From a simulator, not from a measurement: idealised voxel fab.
process module | voxel self aligned contacts
cross-section cut | 205 nm wide | cells 5 nm
A cross-section is a grid of square cells, given in bands from the top down. A band is one or more rows of cells.
Each band's line starts with the height of the band's top and of its bottom, in nm. Then come its materials from left to right, each with its width in nm. One material with "throughout" fills the band from edge to edge. "air" is empty space.
Height 0 is the level under which the wafer as received is all one material. The lowest band goes on downwards, as in "0 down".
A width such as "30 to 40" changes by the same amount from each row of cells to the next, from the band's top row to its bottom row.
"no change" after a step means that no cell of the cross-section changed.
closed voids: empty space of 8 cells or more with no open way to the top, each as width x height at its distance from the left edge, in nm
after a step's settings: what the simulator itself notes on the step
overlay nm, on a step with a mask: how far to the right of its planned place the mask lay; to the left if negative
plan
1 op RECEIVE | material Si
2 op CONFORMAL_DEP | material SiO2 | thk nm 5
3 op DIRECTIONAL_DEP | material polySi | thk nm 25
4 op DIRECTIONAL_DEP | material SiN | thk nm 20
5 op PATTERN | tone cover | mask id GATE | material resist | width nm 35 | pitch nm 70 | thk nm 15 | overlay nm 0
6 op DIRECTIONAL_ETCH | etch materials SiN | depth nm 20
7 op DIRECTIONAL_ETCH | etch materials polySi | depth nm 25
8 op STRIP | etch materials resist
9 op CONFORMAL_DEP | material SiN | thk nm 5
10 op DIRECTIONAL_ETCH | etch materials SiN | depth nm 5
11 op FILL_DEP | material SiO2 | thk nm 10
12 op CMP | height nm 55
13 op DIRECTIONAL_DEP | material aC | thk nm 10
14 op PATTERN | tone open | mask id CONTACT | material resist | width nm 55 | pitch nm 70 | thk nm 25 | overlay nm 0
15 op DIRECTIONAL_ETCH | etch materials aC | depth nm 10
16 op STRIP | etch materials resist
17 op DIRECTIONAL_ETCH | etch materials SiO2 | depth nm 55
18 op STRIP | etch materials aC
19 op CONFORMAL_DEP | material TiN | thk nm 5
20 op FILL_DEP | material Ru | thk nm 5
21 op CMP | height nm 55
22 op CONFORMAL_DEP | material SiN | thk nm 5
first wafer, as planned
as received, after step 1
  0 down: Si throughout
  closed voids: none
after step 2
  5 to 0: SiO2 throughout
  below 0: unchanged
after step 3
  30 to 5: polySi throughout
  below 5: unchanged
after step 4
  50 to 30: SiN throughout
  below 30: unchanged
after step 5
  65 to 50: air 15 | resist 35 | air 35 | resist 35 | air 35 | resist 35 | air 15
  below 50: unchanged
after step 6
  65 to 50: air 15 | resist 35 | air 35 | resist 35 | air 35 | resist 35 | air 15
  50 to 30: air 15 | SiN 35 | air 35 | SiN 35 | air 35 | SiN 35 | air 15
  below 30: unchanged
after step 7
  65 to 50: air 15 | resist 35 | air 35 | resist 35 | air 35 | resist 35 | air 15
  50 to 30: air 15 | SiN 35 | air 35 | SiN 35 | air 35 | SiN 35 | air 15
  30 to 5: air 15 | polySi 35 | air 35 | polySi 35 | air 35 | polySi 35 | air 15
  below 5: unchanged
after step 8
  50 to 30: air 15 | SiN 35 | air 35 | SiN 35 | air 35 | SiN 35 | air 15
  below 30: unchanged
after step 9
  55 to 30: air 10 | SiN 45 | air 25 | SiN 45 | air 25 | SiN 45 | air 10
  30 to 10: air 10 | SiN 5 | polySi 35 | SiN 5 | air 25 | SiN 5 | polySi 35 | SiN 5 | air 25 | SiN 5 | polySi 35 | SiN 5 | air 10
  10 to 5: SiN 15 | polySi 35 | SiN 35 | polySi 35 | SiN 35 | polySi 35 | SiN 15
  below 5: unchanged
after step 10
  50 to 30: air 10 | SiN 45 | air 25 | SiN 45 | air 25 | SiN 45 | air 10
  30 to 5: air 10 | SiN 5 | polySi 35 | SiN 5 | air 25 | SiN 5 | polySi 35 | SiN 5 | air 25 | SiN 5 | polySi 35 | SiN 5 | air 10
  below 5: unchanged
after step 11
  60 to 50: SiO2 throughout
  50 to 30: SiO2 10 | SiN 45 | SiO2 25 | SiN 45 | SiO2 25 | SiN 45 | SiO2 10
  30 to 5: SiO2 10 | SiN 5 | polySi 35 | SiN 5 | SiO2 25 | SiN 5 | polySi 35 | SiN 5 | SiO2 25 | SiN 5 | polySi 35 | SiN 5 | SiO2 10
  below 5: unchanged
after step 12
  55 to 50: SiO2 throughout
  below 50: unchanged
after step 13
  65 to 55: aC throughout
  below 55: unchanged
after step 14
  90 to 65: resist 40 | air 55 | resist 15 | air 55 | resist 40
  below 65: unchanged
after step 15
  80 to 65: resist 40 | air 55 | resist 15 | air 55 | resist 40
  65 to 55: aC 40 | air 55 | aC 15 | air 55 | aC 40
  below 55: unchanged
after step 16
  65 to 55: aC 40 | air 55 | aC 15 | air 55 | aC 40
  below 55: unchanged
after step 17
  65 to 55: aC 40 | air 55 | aC 15 | air 55 | aC 40
  55 to 50: SiO2 40 | air 55 | SiO2 15 | air 55 | SiO2 40
  50 to 30: SiO2 10 | SiN 45 | air 25 | SiN 45 | air 25 | SiN 45 | SiO2 10
  30 to 5: SiO2 10 | SiN 5 | polySi 35 | SiN 5 | air 25 | SiN 5 | polySi 35 | SiN 5 | air 25 | SiN 5 | polySi 35 | SiN 5 | SiO2 10
  5 to 0: SiO2 55 | air 25 | SiO2 45 | air 25 | SiO2 55
  below 0: unchanged
after step 18
  55 to 50: SiO2 40 | air 55 | SiO2 15 | air 55 | SiO2 40
  below 50: unchanged
after step 19
  60 to 55: TiN 45 | air 45 | TiN 25 | air 45 | TiN 45
  55 to 50: SiO2 40 | TiN 20 | air 15 | TiN 20 | SiO2 15 | TiN 20 | air 15 | TiN 20 | SiO2 40
  50 to 30: SiO2 10 | SiN 45 | TiN 5 | air 15 | TiN 5 | SiN 45 | TiN 5 | air 15 | TiN 5 | SiN 45 | SiO2 10
  30 to 5: SiO2 10 | SiN 5 | polySi 35 | SiN 5 | TiN 5 | air 15 | TiN 5 | SiN 5 | polySi 35 | SiN 5 | TiN 5 | air 15 | TiN 5 | SiN 5 | polySi 35 | SiN 5 | SiO2 10
  5 to 0: SiO2 55 | TiN 25 | SiO2 45 | TiN 25 | SiO2 55
  below 0: unchanged
after step 20
  65 to 60: Ru throughout
  60 to 55: TiN 45 | Ru 45 | TiN 25 | Ru 45 | TiN 45
  55 to 50: SiO2 40 | TiN 20 | Ru 15 | TiN 20 | SiO2 15 | TiN 20 | Ru 15 | TiN 20 | SiO2 40
  50 to 30: SiO2 10 | SiN 45 | TiN 5 | Ru 15 | TiN 5 | SiN 45 | TiN 5 | Ru 15 | TiN 5 | SiN 45 | SiO2 10
  30 to 5: SiO2 10 | SiN 5 | polySi 35 | SiN 5 | TiN 5 | Ru 15 | TiN 5 | SiN 5 | polySi 35 | SiN 5 | TiN 5 | Ru 15 | TiN 5 | SiN 5 | polySi 35 | SiN 5 | SiO2 10
  below 5: unchanged
after step 21
  55 to 50: SiO2 40 | TiN 20 | Ru 15 | TiN 20 | SiO2 15 | TiN 20 | Ru 15 | TiN 20 | SiO2 40
  below 50: unchanged
after step 22
  60 to 55: SiN throughout
  below 55: unchanged
second wafer: like start, like plan, one mistake. Through step 4 it matches the first wafer
when step 5 should have ended
  65 to 50: air 20 | resist 25 | air 45 | resist 25 | air 45 | resist 25 | air 20
  below 50: unchanged
when step 6 should have ended
  65 to 50: air 20 | resist 25 | air 45 | resist 25 | air 45 | resist 25 | air 20
  50 to 30: air 20 | SiN 25 | air 45 | SiN 25 | air 45 | SiN 25 | air 20
  below 30: unchanged
when step 7 should have ended
  65 to 50: air 20 | resist 25 | air 45 | resist 25 | air 45 | resist 25 | air 20
  50 to 30: air 20 | SiN 25 | air 45 | SiN 25 | air 45 | SiN 25 | air 20
  30 to 5: air 20 | polySi 25 | air 45 | polySi 25 | air 45 | polySi 25 | air 20
  below 5: unchanged
when step 8 should have ended
  50 to 30: air 20 | SiN 25 | air 45 | SiN 25 | air 45 | SiN 25 | air 20
  below 30: unchanged
when step 9 should have ended
  55 to 30: air 15 | SiN 35 | air 35 | SiN 35 | air 35 | SiN 35 | air 15
  30 to 10: air 15 | SiN 5 | polySi 25 | SiN 5 | air 35 | SiN 5 | polySi 25 | SiN 5 | air 35 | SiN 5 | polySi 25 | SiN 5 | air 15
  10 to 5: SiN 20 | polySi 25 | SiN 45 | polySi 25 | SiN 45 | polySi 25 | SiN 20
  below 5: unchanged
when step 10 should have ended
  50 to 30: air 15 | SiN 35 | air 35 | SiN 35 | air 35 | SiN 35 | air 15
  30 to 5: air 15 | SiN 5 | polySi 25 | SiN 5 | air 35 | SiN 5 | polySi 25 | SiN 5 | air 35 | SiN 5 | polySi 25 | SiN 5 | air 15
  below 5: unchanged
when step 11 should have ended
  60 to 50: SiO2 throughout
  50 to 30: SiO2 15 | SiN 35 | SiO2 35 | SiN 35 | SiO2 35 | SiN 35 | SiO2 15
  30 to 5: SiO2 15 | SiN 5 | polySi 25 | SiN 5 | SiO2 35 | SiN 5 | polySi 25 | SiN 5 | SiO2 35 | SiN 5 | polySi 25 | SiN 5 | SiO2 15
  below 5: unchanged
when step 12 should have ended
  55 to 50: SiO2 throughout
  below 50: unchanged
when step 13 should have ended
  65 to 55: aC throughout
  below 55: unchanged
when step 14 should have ended
  90 to 65: resist 40 | air 55 | resist 15 | air 55 | resist 40
  below 65: unchanged
when step 15 should have ended
  80 to 65: resist 40 | air 55 | resist 15 | air 55 | resist 40
  65 to 55: aC 40 | air 55 | aC 15 | air 55 | aC 40
  below 55: unchanged
when step 16 should have ended
  65 to 55: aC 40 | air 55 | aC 15 | air 55 | aC 40
  below 55: unchanged
when step 17 should have ended
  65 to 55: aC 40 | air 55 | aC 15 | air 55 | aC 40
  55 to 50: SiO2 40 | air 55 | SiO2 15 | air 55 | SiO2 40
  50 to 30: SiO2 15 | SiN 35 | air 35 | SiN 35 | air 35 | SiN 35 | SiO2 15
  30 to 5: SiO2 15 | SiN 5 | polySi 25 | SiN 5 | air 35 | SiN 5 | polySi 25 | SiN 5 | air 35 | SiN 5 | polySi 25 | SiN 5 | SiO2 15
  5 to 0: SiO2 50 | air 35 | SiO2 35 | air 35 | SiO2 50
  below 0: unchanged
when step 18 should have ended
  55 to 50: SiO2 40 | air 55 | SiO2 15 | air 55 | SiO2 40
  below 50: unchanged
when step 19 should have ended
  60 to 55: TiN 45 | air 45 | TiN 25 | air 45 | TiN 45
  55 to 50: SiO2 40 | TiN 15 | air 25 | TiN 15 | SiO2 15 | TiN 15 | air 25 | TiN 15 | SiO2 40
  50 to 30: SiO2 15 | SiN 35 | TiN 5 | air 25 | TiN 5 | SiN 35 | TiN 5 | air 25 | TiN 5 | SiN 35 | SiO2 15
  30 to 5: SiO2 15 | SiN 5 | polySi 25 | SiN 5 | TiN 5 | air 25 | TiN 5 | SiN 5 | polySi 25 | SiN 5 | TiN 5 | air 25 | TiN 5 | SiN 5 | polySi 25 | SiN 5 | SiO2 15
  5 to 0: SiO2 50 | TiN 35 | SiO2 35 | TiN 35 | SiO2 50
  below 0: unchanged
when step 20 should have ended
  65 to 60: Ru throughout
  60 to 55: TiN 45 | Ru 45 | TiN 25 | Ru 45 | TiN 45
  55 to 50: SiO2 40 | TiN 15 | Ru 25 | TiN 15 | SiO2 15 | TiN 15 | Ru 25 | TiN 15 | SiO2 40
  50 to 30: SiO2 15 | SiN 35 | TiN 5 | Ru 25 | TiN 5 | SiN 35 | TiN 5 | Ru 25 | TiN 5 | SiN 35 | SiO2 15
  30 to 5: SiO2 15 | SiN 5 | polySi 25 | SiN 5 | TiN 5 | Ru 25 | TiN 5 | SiN 5 | polySi 25 | SiN 5 | TiN 5 | Ru 25 | TiN 5 | SiN 5 | polySi 25 | SiN 5 | SiO2 15
  below 5: unchanged
when step 21 should have ended
  55 to 50: SiO2 40 | TiN 15 | Ru 25 | TiN 15 | SiO2 15 | TiN 15 | Ru 25 | TiN 15 | SiO2 40
  below 50: unchanged
when step 22 should have ended
  60 to 55: SiN throughout
  below 55: unchanged
what went wrong: step 5 ran as: op PATTERN | tone cover | mask id GATE | material resist | width nm 25 | pitch nm 70 | thk nm 15 | overlay nm 0
at the end the second wafer has, in cells: 40 more of Ru | 24 fewer of SiN | 14 more of SiO2 | 30 fewer of polySi
